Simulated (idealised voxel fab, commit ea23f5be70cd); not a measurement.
voxel plated lines: a process module
This is section cut - it's 180 nm across, gridded in 5 nm square cells.
Cross-section spec: square-cell grid; bands listed top down; each band is one or more rows.
Band entry format. Leading values: height of top, height of bottom, nm. Remainder: materials in left-to-right order, each with its width in nm. Special words: "everywhere" on a single material, which then fills the band edge to edge; "empty", empty space.
Basically, 0 is our baseline, since under it the wafer straight out of the box is all one material. The bottom band has no lower end and keeps on going down, so it looks like "from 0 down".
Quick explanation for "30->40": the width changes in equal steps down the rows of cells, from the first number in the band's top row to the second number in its bottom row.
"nothing changed" means the step left every cell of the cross-section as it was.
"Unvented internal voids" enumerates empty spaces isolated from the top, with no open way to it, that contain at least 8 cells, giving each as width x height at distance from the left edge, all three in nm.
Note: text after step settings on the step line = simulator remark on that step.
Regarding "overlay nm": on a step with a mask, it is the distance the mask lay to the right of its planned place; a negative value places it to the left.

**Steps in the process plan**
1,RECEIVE [material Si]
2,CONFORMAL_DEP [material Al2O3] [thk nm 5]
3,DIRECTIONAL_DEP [material TiN] [thk nm 5]
4,PATTERN [tone open] [mask id LINES] [material resist] [width nm 15] [pitch nm 35] [thk nm 40] [overlay nm 0]
5,EPI [material Ru] [thk nm 10]
6,EPI [material Ru] [thk nm 5]
7,EPI [material Ru] [thk nm 5]
8,STRIP [etch materials resist]
9,DIRECTIONAL_ETCH [etch materials TiN] [depth nm 5]
10,CONFORMAL_DEP [material SiCN] [thk nm 10]

**First wafer, two in total, run as planned**

**The cross-section here shows the wafer as received, i.e. in its state after step 1**
    from 0 down = Si everywhere
    Unvented internal voids: none

**Wafer section view after processing step 2**
    from 5 to 0 = Al2O3 everywhere
    Below 0, the layers are the same as they were.

**Wafer section view after processing step 3**
    from 10 to 5 = TiN everywhere
    Below 5, the layers are the same as they were.

**Wafer section view after processing step 4**
    from 50 to 10 = 65 nm resist  15 nm empty  20 nm resist  15 nm empty  65 nm resist
    Below 10, the layers are the same as they were.

**Wafer section view after processing step 5**
    from 50 to 20 = 65 nm resist  15 nm empty  20 nm resist  15 nm empty  65 nm resist
    from 20 to 10 = 65 nm resist  15 nm Ru  20 nm resist  15 nm Ru  65 nm resist
    Below 10, the layers are the same as they were.

**Wafer section view after processing step 6**
    from 50 to 25 = 65 nm resist  15 nm empty  20 nm resist  15 nm empty  65 nm resist
    from 25 to 10 = 65 nm resist  15 nm Ru  20 nm resist  15 nm Ru  65 nm resist
    Below 10, the layers are the same as they were.

**Wafer section view after processing step 7**
    from 50 to 30 = 65 nm resist  15 nm empty  20 nm resist  15 nm empty  65 nm resist
    from 30 to 10 = 65 nm resist  15 nm Ru  20 nm resist  15 nm Ru  65 nm resist
    Below 10, the layers are the same as they were.

**Wafer section view after processing step 8**
    from 30 to 10 = 65 nm empty  15 nm Ru  20 nm empty  15 nm Ru  65 nm empty
    Below 10, the layers are the same as they were.

**Wafer section view after processing step 9**
    from 30 to 10 = 65 nm empty  15 nm Ru  20 nm empty  15 nm Ru  65 nm empty
    from 10 to 5 = 65 nm empty  15 nm TiN  20 nm empty  15 nm TiN  65 nm empty
    Below 5, the layers are the same as they were.

**Wafer section view after processing step 10**
    from 40 to 30 = 55 nm empty  70 nm SiCN  55 nm empty
    from 30 to 15 = 55 nm empty  10 nm SiCN  15 nm Ru  20 nm SiCN  15 nm Ru  10 nm SiCN  55 nm empty
    from 15 to 10 = 65 nm SiCN  15 nm Ru  20 nm SiCN  15 nm Ru  65 nm SiCN
    from 10 to 5 = 65 nm SiCN  15 nm TiN  20 nm SiCN  15 nm TiN  65 nm SiCN
    Below 5, the layers are the same as they were.

**second wafer: like start, like plan, one mistake. Through step 3 it matches the first wafer**

**Second wafer at the planned finish of step 4, seen in cross-section**
    from 50 to 10 = 60 nm resist  15 nm empty  20 nm resist  15 nm empty  70 nm resist
    Below 10, the layers are the same as they were.

**Second wafer at the planned finish of step 5, seen in cross-section**
    from 50 to 20 = 60 nm resist  15 nm empty  20 nm resist  15 nm empty  70 nm resist
    from 20 to 10 = 60 nm resist  15 nm Ru  20 nm resist  15 nm Ru  70 nm resist
    Below 10, the layers are the same as they were.

**Second wafer at the planned finish of step 6, seen in cross-section**
    from 50 to 25 = 60 nm resist  15 nm empty  20 nm resist  15 nm empty  70 nm resist
    from 25 to 10 = 60 nm resist  15 nm Ru  20 nm resist  15 nm Ru  70 nm resist
    Below 10, the layers are the same as they were.

**Second wafer at the planned finish of step 7, seen in cross-section**
    from 50 to 30 = 60 nm resist  15 nm empty  20 nm resist  15 nm empty  70 nm resist
    from 30 to 10 = 60 nm resist  15 nm Ru  20 nm resist  15 nm Ru  70 nm resist
    Below 10, the layers are the same as they were.

**Second wafer at the planned finish of step 8, seen in cross-section**
    from 30 to 10 = 60 nm empty  15 nm Ru  20 nm empty  15 nm Ru  70 nm empty
    Below 10, the layers are the same as they were.

**Second wafer at the planned finish of step 9, seen in cross-section**
    from 30 to 10 = 60 nm empty  15 nm Ru  20 nm empty  15 nm Ru  70 nm empty
    from 10 to 5 = 60 nm empty  15 nm TiN  20 nm empty  15 nm TiN  70 nm empty
    Below 5, the layers are the same as they were.

**Second wafer at the planned finish of step 10, seen in cross-section**
    from 40 to 30 = 50 nm empty  70 nm SiCN  60 nm empty
    from 30 to 15 = 50 nm empty  10 nm SiCN  15 nm Ru  20 nm SiCN  15 nm Ru  10 nm SiCN  60 nm empty
    from 15 to 10 = 60 nm SiCN  15 nm Ru  20 nm SiCN  15 nm Ru  70 nm SiCN
    from 10 to 5 = 60 nm SiCN  15 nm TiN  20 nm SiCN  15 nm TiN  70 nm SiCN
    Below 5, the layers are the same as they were.
What broke from the plan during processing? step 4 changed vs plan, executed as PATTERN [tone open] [mask id LINES] [material resist] [width nm 15] [pitch nm 35] [thk nm 40] [overlay nm -5]
At the close, every material occupies the same number of cells on the second wafer as on the first, only in different positions.
